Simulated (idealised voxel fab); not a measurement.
Process module, titled voxel released beams
Pictured: cross-section cut, 200 nm wide, on a grid of 5 nm square cells.
Reading order for cross-sections: top band down to bottom band. Underlying form: a grid of square cells. Band size: one or more rows of cells. Heights first: top, then bottom, in nm. Then materials, left to right, each with a width in nm. "everywhere" on a single material: fills the band edge to edge. "blank": empty space. Measure heights from 0. That's the level where, below it, the as-received wafer is all one material. The lowest band is bottomless and extends downward; write it as in "0 -> down". Think of "30->40" as a width that walks from the first number to the second as you go down the band, top row to bottom row, taking equal-sized steps from row to row. The cross-section has no changed cell in any step marked "left unchanged". You'll see "Closed voids list" listing empty spaces that have no way open to the top, as long as they're 8 cells or more; the notation is width x height at distance, where the distance is from the left edge, and all of it is in nm. Step line, after settings: the simulator's comment on this step. overlay nm: mask offset rightward from planned place, masked step; negative means leftward offset.
### Intended process steps
- 1: RECEIVE: material Si
- 2: CONFORMAL_DEP: material Al2O3, thk nm 10
- 3: DIRECTIONAL_DEP: material SiO2, thk nm 20
- 4: PATTERN: tone open, mask id ANCHOR, material resist, width nm 25, thk nm 20, overlay nm 0
- 5: DIRECTIONAL_ETCH: etch materials SiO2, depth nm 20
- 6: STRIP: etch materials resist
- 7: CONFORMAL_DEP: material W, thk nm 10
- 8: MASKED_ETCH: tone cover, mask id BEAM, width nm 90, etch materials W, depth nm 10, overlay nm 0
- 9: STRIP: etch materials SiO2
### First of two wafers: run as planned
### Wafer at receipt (post step 1), cross-section
    0 -> down  Si everywhere
    Closed voids list: none
### After step 2: wafer cross-section
    10 -> 0  Al2O3 everywhere
    Below 0, no change.
### After step 3: wafer cross-section
    30 -> 10  SiO2 everywhere
    Below 10, no change.
### After step 4: wafer cross-section
    50 -> 30  resist=55 | blank=25 | resist=120
    Below 30, no change.
### After step 5: wafer cross-section
    50 -> 30  resist=55 | blank=25 | resist=120
    30 -> 10  SiO2=55 | blank=25 | SiO2=120
    Below 10, no change.
### After step 6: wafer cross-section
    30 -> 10  SiO2=55 | blank=25 | SiO2=120
    Below 10, no change.
### After step 7: wafer cross-section
    40 -> 30  W=65 | blank=5 | W=130
    30 -> 20  SiO2=55 | W=10 | blank=5 | W=10 | SiO2=120
    20 -> 10  SiO2=55 | W=25 | SiO2=120
    Below 10, no change.
### After step 8: wafer cross-section
    40 -> 30  blank=50 | W=15 | blank=5 | W=70 | blank=60
    Below 30, no change.
### After step 9: wafer cross-section
    40 -> 30  blank=50 | W=15 | blank=5 | W=70 | blank=60
    30 -> 20  blank=55 | W=10 | blank=5 | W=10 | blank=120
    20 -> 10  blank=55 | W=25 | blank=120
    Below 10, no change.
### The second wafer was prepared from the same starting point and under the same plan as the first; its processing contained one mistake, and it remains indistinguishable from the first wafer up to and including step 7
### Second wafer at the planned finish of step 8, seen in cross-section
    40 -> 30  blank=55 | W=10 | blank=5 | W=70 | blank=60
    Below 30, no change.
### Second wafer at the planned finish of step 9, seen in cross-section
    40 -> 30  blank=55 | W=10 | blank=5 | W=70 | blank=60
    30 -> 20  blank=55 | W=10 | blank=5 | W=10 | blank=120
    20 -> 10  blank=55 | W=25 | blank=120
    Below 10, no change.
In executing the process, a mistake was made relative to the plan: step 8 ran differently from the plan; actual operation with settings: MASKED_ETCH: tone cover, mask id BEAM, width nm 85, etch materials W, depth nm 10, overlay nm 0
at the end the second wafer has, in cells: 2 fewer of W
